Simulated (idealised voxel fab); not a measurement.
The document below concerns the process module designated voxel capacitor over wiring.
Cross-sectional view cut (width: 295 nm; square cell size: 5 nm).
In what follows, cross-sections appear as grids of square cells, described through bands that run from the top down, where every band is one or more rows of cells.
For a band, the entry starts with two heights in nm, that of the top and then that of the bottom, and carries on with the band's materials in order from left to right, each alongside its width in nm; the word "everywhere" beside a single material means it fills the band edge to edge, and "blank" means empty space.
Beneath 0, the wafer as received is one material, and that level is where height counting begins. The lowest band goes on downward without a bottom; it is written like "0..down".
Quick explanation for "30 to 40": the width changes in equal steps down the rows of cells, from the first number in the band's top row to the second number in its bottom row.
Where a step carries "remained the same", the cross-section came out of it unchanged, cell for cell.
Closed empty spaces (no open way to the top) of 8 cells or more are what "Sealed internal voids" lists, each as width x height at distance from the left edge, nm for all three.
Past the settings on a step's line: simulator remark, on that step.
A step's line can hold "overlay nm"; with a mask on that step, the setting says how far right of the planned place the mask lay, while a negative setting says it lay to the left.
THIS SECTION LISTS THE PROCESS STEPS THAT WERE PLANNED
1 RECEIVE, material Si
2 CONFORMAL_DEP, material SiO2, thk nm 10
3 CONFORMAL_DEP, material SiN, thk nm 5
4 DIRECTIONAL_DEP, material lowk, thk nm 25
5 MASKED_ETCH, tone open, mask id METAL_1, width nm 20, pitch nm 85, etch materials lowk, depth nm 25, overlay nm 0
6 MASKED_ETCH, tone open, mask id METAL_1, width nm 20, pitch nm 85, etch materials SiN, depth nm 5, overlay nm 0
7 CONFORMAL_DEP, material TiN, thk nm 5
8 FILL_DEP, material Cu, thk nm 5
9 CMP, height nm 40
10 CONFORMAL_DEP, material SiCN, thk nm 5
11 DIRECTIONAL_DEP, material lowk, thk nm 10
12 MASKED_ETCH, tone open, mask id PLUG_1, width nm 15, etch materials lowk, depth nm 10, overlay nm 0
13 MASKED_ETCH, tone open, mask id PLUG_1, width nm 15, etch materials SiCN, depth nm 5, overlay nm 0
14 EPI, material Ru, thk nm 10
15 EPI, material Ru, thk nm 5
16 DIRECTIONAL_DEP, material TiN, thk nm 10
17 DIRECTIONAL_DEP, material SiN, thk nm 5
18 DIRECTIONAL_DEP, material TiN, thk nm 5
19 DIRECTIONAL_DEP, material aC, thk nm 15
20 PATTERN, tone cover, mask id UPPER_PLATE, material resist, width nm 70, thk nm 30, overlay nm 0
21 DIRECTIONAL_ETCH, etch materials aC, depth nm 15
22 STRIP, etch materials resist
23 DIRECTIONAL_ETCH, etch materials TiN, depth nm 5
24 DIRECTIONAL_ETCH, etch materials SiN, depth nm 5
25 STRIP, etch materials aC
26 DIRECTIONAL_DEP, material aC, thk nm 15
27 PATTERN, tone cover, mask id LOWER_PLATE, material resist, width nm 80, thk nm 30, overlay nm 0
28 DIRECTIONAL_ETCH, etch materials aC, depth nm 15
29 STRIP, etch materials resist
30 DIRECTIONAL_ETCH, etch materials TiN, depth nm 10
31 STRIP, etch materials aC
32 FILL_DEP, material SiO2, thk nm 15
33 CMP, height nm 85
34 PATTERN, tone open, mask id PLUG_2, material resist, width nm 15, thk nm 15, overlay nm 0
35 DIRECTIONAL_ETCH, etch materials SiO2, depth nm 10
36 STRIP, etch materials resist
37 CONFORMAL_DEP, material TiN, thk nm 5
38 FILL_DEP, material W, thk nm 5
39 CMP, height nm 85
40 CONFORMAL_DEP, material SiCN, thk nm 5
THE FIRST OF TWO WAFERS, RUN AS PLANNED
CROSS-SECTION, INCOMING MATERIAL, AFTER STEP 1
0..down  Si everywhere
Sealed internal voids: none
SO THIS IS THE WAFER CROSS-SECTION RIGHT AFTER STEP 2
10..0  SiO2 everywhere
Note: structure below 0 unchanged.
SO THIS IS THE WAFER CROSS-SECTION RIGHT AFTER STEP 3
15..10  SiN everywhere
Note: structure below 10 unchanged.
SO THIS IS THE WAFER CROSS-SECTION RIGHT AFTER STEP 4
40..15  lowk everywhere
Note: structure below 15 unchanged.
SO THIS IS THE WAFER CROSS-SECTION RIGHT AFTER STEP 5
40..15  95 lowk; 20 blank; 65 lowk; 20 blank; 95 lowk
Note: structure below 15 unchanged.
SO THIS IS THE WAFER CROSS-SECTION RIGHT AFTER STEP 6
40..15  95 lowk; 20 blank; 65 lowk; 20 blank; 95 lowk
15..10  95 SiN; 20 blank; 65 SiN; 20 blank; 95 SiN
Note: structure below 10 unchanged.
SO THIS IS THE WAFER CROSS-SECTION RIGHT AFTER STEP 7
45..40  100 TiN; 10 blank; 75 TiN; 10 blank; 100 TiN
40..15  95 lowk; 5 TiN; 10 blank; 5 TiN; 65 lowk; 5 TiN; 10 blank; 5 TiN; 95 lowk
15..10  95 SiN; 20 TiN; 65 SiN; 20 TiN; 95 SiN
Note: structure below 10 unchanged.
SO THIS IS THE WAFER CROSS-SECTION RIGHT AFTER STEP 8
50..45  Cu everywhere
45..40  100 TiN; 10 Cu; 75 TiN; 10 Cu; 100 TiN
40..15  95 lowk; 5 TiN; 10 Cu; 5 TiN; 65 lowk; 5 TiN; 10 Cu; 5 TiN; 95 lowk
Note: structure below 15 unchanged.
SO THIS IS THE WAFER CROSS-SECTION RIGHT AFTER STEP 9
40..15  95 lowk; 5 TiN; 10 Cu; 5 TiN; 65 lowk; 5 TiN; 10 Cu; 5 TiN; 95 lowk
Note: structure below 15 unchanged.
SO THIS IS THE WAFER CROSS-SECTION RIGHT AFTER STEP 10
45..40  SiCN everywhere
Note: structure below 40 unchanged.
SO THIS IS THE WAFER CROSS-SECTION RIGHT AFTER STEP 11
55..45  lowk everywhere
Note: structure below 45 unchanged.
SO THIS IS THE WAFER CROSS-SECTION RIGHT AFTER STEP 12
55..45  100 lowk; 15 blank; 180 lowk
Note: structure below 45 unchanged.
SO THIS IS THE WAFER CROSS-SECTION RIGHT AFTER STEP 13
55..45  100 lowk; 15 blank; 180 lowk
45..40  100 SiCN; 15 blank; 180 SiCN
Note: structure below 40 unchanged.
SO THIS IS THE WAFER CROSS-SECTION RIGHT AFTER STEP 14
55..50  100 lowk; 15 blank; 180 lowk
50..45  100 lowk; 15 Ru; 180 lowk
45..40  100 SiCN; 15 Ru; 180 SiCN
Note: structure below 40 unchanged.
SO THIS IS THE WAFER CROSS-SECTION RIGHT AFTER STEP 15
55..45  100 lowk; 15 Ru; 180 lowk
Note: structure below 45 unchanged.
SO THIS IS THE WAFER CROSS-SECTION RIGHT AFTER STEP 16
65..55  TiN everywhere
Note: structure below 55 unchanged.
SO THIS IS THE WAFER CROSS-SECTION RIGHT AFTER STEP 17
70..65  SiN everywhere
Note: structure below 65 unchanged.
SO THIS IS THE WAFER CROSS-SECTION RIGHT AFTER STEP 18
75..70  TiN everywhere
Note: structure below 70 unchanged.
SO THIS IS THE WAFER CROSS-SECTION RIGHT AFTER STEP 19
90..75  aC everywhere
Note: structure below 75 unchanged.
SO THIS IS THE WAFER CROSS-SECTION RIGHT AFTER STEP 20
120..90  100 blank; 70 resist; 125 blank
Note: structure below 90 unchanged.
SO THIS IS THE WAFER CROSS-SECTION RIGHT AFTER STEP 21
105..90  100 blank; 70 resist; 125 blank
90..75  100 blank; 70 aC; 125 blank
Note: structure below 75 unchanged.
SO THIS IS THE WAFER CROSS-SECTION RIGHT AFTER STEP 22
90..75  100 blank; 70 aC; 125 blank
Note: structure below 75 unchanged.
SO THIS IS THE WAFER CROSS-SECTION RIGHT AFTER STEP 23
90..75  100 blank; 70 aC; 125 blank
75..70  100 blank; 70 TiN; 125 blank
Note: structure below 70 unchanged.
SO THIS IS THE WAFER CROSS-SECTION RIGHT AFTER STEP 24
90..75  100 blank; 70 aC; 125 blank
75..70  100 blank; 70 TiN; 125 blank
70..65  100 blank; 70 SiN; 125 blank
Note: structure below 65 unchanged.
SO THIS IS THE WAFER CROSS-SECTION RIGHT AFTER STEP 25
75..70  100 blank; 70 TiN; 125 blank
Note: structure below 70 unchanged.
SO THIS IS THE WAFER CROSS-SECTION RIGHT AFTER STEP 26
90..80  100 blank; 70 aC; 125 blank
80..75  aC everywhere
75..70  100 aC; 70 TiN; 125 aC
70..65  100 aC; 70 SiN; 125 aC
Note: structure below 65 unchanged.
SO THIS IS THE WAFER CROSS-SECTION RIGHT AFTER STEP 27
120..90  95 blank; 80 resist; 120 blank
90..80  95 blank; 5 resist; 70 aC; 5 resist; 120 blank
Note: structure below 80 unchanged.
SO THIS IS THE WAFER CROSS-SECTION RIGHT AFTER STEP 28
105..90  95 blank; 80 resist; 120 blank
90..80  95 blank; 5 resist; 70 aC; 5 resist; 120 blank
80..75  95 blank; 80 aC; 120 blank
75..70  95 blank; 5 aC; 70 TiN; 5 aC; 120 blank
70..65  95 blank; 5 aC; 70 SiN; 5 aC; 120 blank
Note: structure below 65 unchanged.
SO THIS IS THE WAFER CROSS-SECTION RIGHT AFTER STEP 29
90..80  100 blank; 70 aC; 125 blank
Note: structure below 80 unchanged.
SO THIS IS THE WAFER CROSS-SECTION RIGHT AFTER STEP 30
90..80  100 blank; 70 aC; 125 blank
80..75  95 blank; 80 aC; 120 blank
75..70  95 blank; 5 aC; 70 TiN; 5 aC; 120 blank
70..65  95 blank; 5 aC; 70 SiN; 5 aC; 120 blank
65..55  95 blank; 80 TiN; 120 blank
Note: structure below 55 unchanged.
SO THIS IS THE WAFER CROSS-SECTION RIGHT AFTER STEP 31
75..70  100 blank; 70 TiN; 125 blank
70..65  100 blank; 70 SiN; 125 blank
Note: structure below 65 unchanged.
SO THIS IS THE WAFER CROSS-SECTION RIGHT AFTER STEP 32
90..75  SiO2 everywhere
75..70  100 SiO2; 70 TiN; 125 SiO2
70..65  100 SiO2; 70 SiN; 125 SiO2
65..55  95 SiO2; 80 TiN; 120 SiO2
Note: structure below 55 unchanged.
SO THIS IS THE WAFER CROSS-SECTION RIGHT AFTER STEP 33
85..75  SiO2 everywhere
Note: structure below 75 unchanged.
SO THIS IS THE WAFER CROSS-SECTION RIGHT AFTER STEP 34
100..85  110 resist; 15 blank; 170 resist
Note: structure below 85 unchanged.
SO THIS IS THE WAFER CROSS-SECTION RIGHT AFTER STEP 35
100..85  110 resist; 15 blank; 170 resist
85..75  110 SiO2; 15 blank; 170 SiO2
Note: structure below 75 unchanged.
SO THIS IS THE WAFER CROSS-SECTION RIGHT AFTER STEP 36
85..75  110 SiO2; 15 blank; 170 SiO2
Note: structure below 75 unchanged.
SO THIS IS THE WAFER CROSS-SECTION RIGHT AFTER STEP 37
90..85  115 TiN; 5 blank; 175 TiN
85..80  110 SiO2; 5 TiN; 5 blank; 5 TiN; 170 SiO2
80..70  110 to 100 SiO2; 15 to 70 TiN; 170 to 125 SiO2
Note: structure below 70 unchanged.
SO THIS IS THE WAFER CROSS-SECTION RIGHT AFTER STEP 38
95..90  W everywhere
90..85  115 TiN; 5 W; 175 TiN
85..80  110 SiO2; 5 TiN; 5 W; 5 TiN; 170 SiO2
Note: structure below 80 unchanged.
SO THIS IS THE WAFER CROSS-SECTION RIGHT AFTER STEP 39
85..80  110 SiO2; 5 TiN; 5 W; 5 TiN; 170 SiO2
Note: structure below 80 unchanged.
SO THIS IS THE WAFER CROSS-SECTION RIGHT AFTER STEP 40
90..85  SiCN everywhere
Note: structure below 85 unchanged.
WAFER TWO OF TWO - SAME STARTING POINT, SAME PROCESS PLAN, ONE MISTAKE IN EXECUTION; MATCHES WAFER ONE UP TO AND INCLUDING STEP 19
CROSS-SECTION OF THE SECOND WAFER WHEN, ACCORDING TO PLAN, STEP 20 SHOULD HAVE FINISHED
120..90  100 resist; 70 blank; 125 resist
Note: structure below 90 unchanged.
CROSS-SECTION OF THE SECOND WAFER WHEN, ACCORDING TO PLAN, STEP 21 SHOULD HAVE FINISHED
105..90  100 resist; 70 blank; 125 resist
90..75  100 aC; 70 blank; 125 aC
Note: structure below 75 unchanged.
CROSS-SECTION OF THE SECOND WAFER WHEN, ACCORDING TO PLAN, STEP 22 SHOULD HAVE FINISHED
90..75  100 aC; 70 blank; 125 aC
Note: structure below 75 unchanged.
CROSS-SECTION OF THE SECOND WAFER WHEN, ACCORDING TO PLAN, STEP 23 SHOULD HAVE FINISHED
90..75  100 aC; 70 blank; 125 aC
75..70  100 TiN; 70 blank; 125 TiN
Note: structure below 70 unchanged.
CROSS-SECTION OF THE SECOND WAFER WHEN, ACCORDING TO PLAN, STEP 24 SHOULD HAVE FINISHED
90..75  100 aC; 70 blank; 125 aC
75..70  100 TiN; 70 blank; 125 TiN
70..65  100 SiN; 70 blank; 125 SiN
Note: structure below 65 unchanged.
CROSS-SECTION OF THE SECOND WAFER WHEN, ACCORDING TO PLAN, STEP 25 SHOULD HAVE FINISHED
75..70  100 TiN; 70 blank; 125 TiN
Note: structure below 70 unchanged.
CROSS-SECTION OF THE SECOND WAFER WHEN, ACCORDING TO PLAN, STEP 26 SHOULD HAVE FINISHED
90..80  100 aC; 70 blank; 125 aC
80..75  aC everywhere
75..70  100 TiN; 70 aC; 125 TiN
70..65  100 SiN; 70 aC; 125 SiN
Note: structure below 65 unchanged.
CROSS-SECTION OF THE SECOND WAFER WHEN, ACCORDING TO PLAN, STEP 27 SHOULD HAVE FINISHED
120..90  95 blank; 80 resist; 120 blank
90..80  100 aC; 70 resist; 125 aC
Note: structure below 80 unchanged.
CROSS-SECTION OF THE SECOND WAFER WHEN, ACCORDING TO PLAN, STEP 28 SHOULD HAVE FINISHED
105..90  95 blank; 80 resist; 120 blank
90..80  95 blank; 5 aC; 70 resist; 5 aC; 120 blank
80..75  95 blank; 80 aC; 120 blank
Note: structure below 75 unchanged.
CROSS-SECTION OF THE SECOND WAFER WHEN, ACCORDING TO PLAN, STEP 29 SHOULD HAVE FINISHED
90..80  95 blank; 5 aC; 70 blank; 5 aC; 120 blank
Note: structure below 80 unchanged.
CROSS-SECTION OF THE SECOND WAFER WHEN, ACCORDING TO PLAN, STEP 30 SHOULD HAVE FINISHED
90..80  95 blank; 5 aC; 70 blank; 5 aC; 120 blank
80..75  95 blank; 80 aC; 120 blank
75..70  95 blank; 5 TiN; 70 aC; 5 TiN; 120 blank
Note: structure below 70 unchanged.
CROSS-SECTION OF THE SECOND WAFER WHEN, ACCORDING TO PLAN, STEP 31 SHOULD HAVE FINISHED
75..70  95 blank; 5 TiN; 70 blank; 5 TiN; 120 blank
70..65  100 SiN; 70 blank; 125 SiN
Note: structure below 65 unchanged.
CROSS-SECTION OF THE SECOND WAFER WHEN, ACCORDING TO PLAN, STEP 32 SHOULD HAVE FINISHED
90..75  SiO2 everywhere
75..70  95 SiO2; 5 TiN; 70 SiO2; 5 TiN; 120 SiO2
70..65  100 SiN; 70 SiO2; 125 SiN
Note: structure below 65 unchanged.
CROSS-SECTION OF THE SECOND WAFER WHEN, ACCORDING TO PLAN, STEP 33 SHOULD HAVE FINISHED
85..75  SiO2 everywhere
Note: structure below 75 unchanged.
CROSS-SECTION OF THE SECOND WAFER WHEN, ACCORDING TO PLAN, STEP 34 SHOULD HAVE FINISHED
100..85  110 resist; 15 blank; 170 resist
Note: structure below 85 unchanged.
CROSS-SECTION OF THE SECOND WAFER WHEN, ACCORDING TO PLAN, STEP 35 SHOULD HAVE FINISHED
100..85  110 resist; 15 blank; 170 resist
85..75  110 SiO2; 15 blank; 170 SiO2
Note: structure below 75 unchanged.
CROSS-SECTION OF THE SECOND WAFER WHEN, ACCORDING TO PLAN, STEP 36 SHOULD HAVE FINISHED
85..75  110 SiO2; 15 blank; 170 SiO2
Note: structure below 75 unchanged.
CROSS-SECTION OF THE SECOND WAFER WHEN, ACCORDING TO PLAN, STEP 37 SHOULD HAVE FINISHED
90..85  115 TiN; 5 blank; 175 TiN
85..80  110 SiO2; 5 TiN; 5 blank; 5 TiN; 170 SiO2
80..75  110 SiO2; 15 TiN; 170 SiO2
Note: structure below 75 unchanged.
CROSS-SECTION OF THE SECOND WAFER WHEN, ACCORDING TO PLAN, STEP 38 SHOULD HAVE FINISHED
95..90  W everywhere
90..85  115 TiN; 5 W; 175 TiN
85..80  110 SiO2; 5 TiN; 5 W; 5 TiN; 170 SiO2
Note: structure below 80 unchanged.
CROSS-SECTION OF THE SECOND WAFER WHEN, ACCORDING TO PLAN, STEP 39 SHOULD HAVE FINISHED
85..80  110 SiO2; 5 TiN; 5 W; 5 TiN; 170 SiO2
Note: structure below 80 unchanged.
CROSS-SECTION OF THE SECOND WAFER WHEN, ACCORDING TO PLAN, STEP 40 SHOULD HAVE FINISHED
90..85  SiCN everywhere
Note: structure below 85 unchanged.
Deviation from plan: step 20 ran with different settings than intended, the actual operation and settings being PATTERN, tone open, mask id UPPER_PLATE, material resist, width nm 70, thk nm 30, overlay nm 0
Upon completion, the second wafer contains, in terms of cells, a greater or smaller amount of certain materials than the first wafer: SiN: 31 more; SiO2: 105 fewer; TiN: 74 more
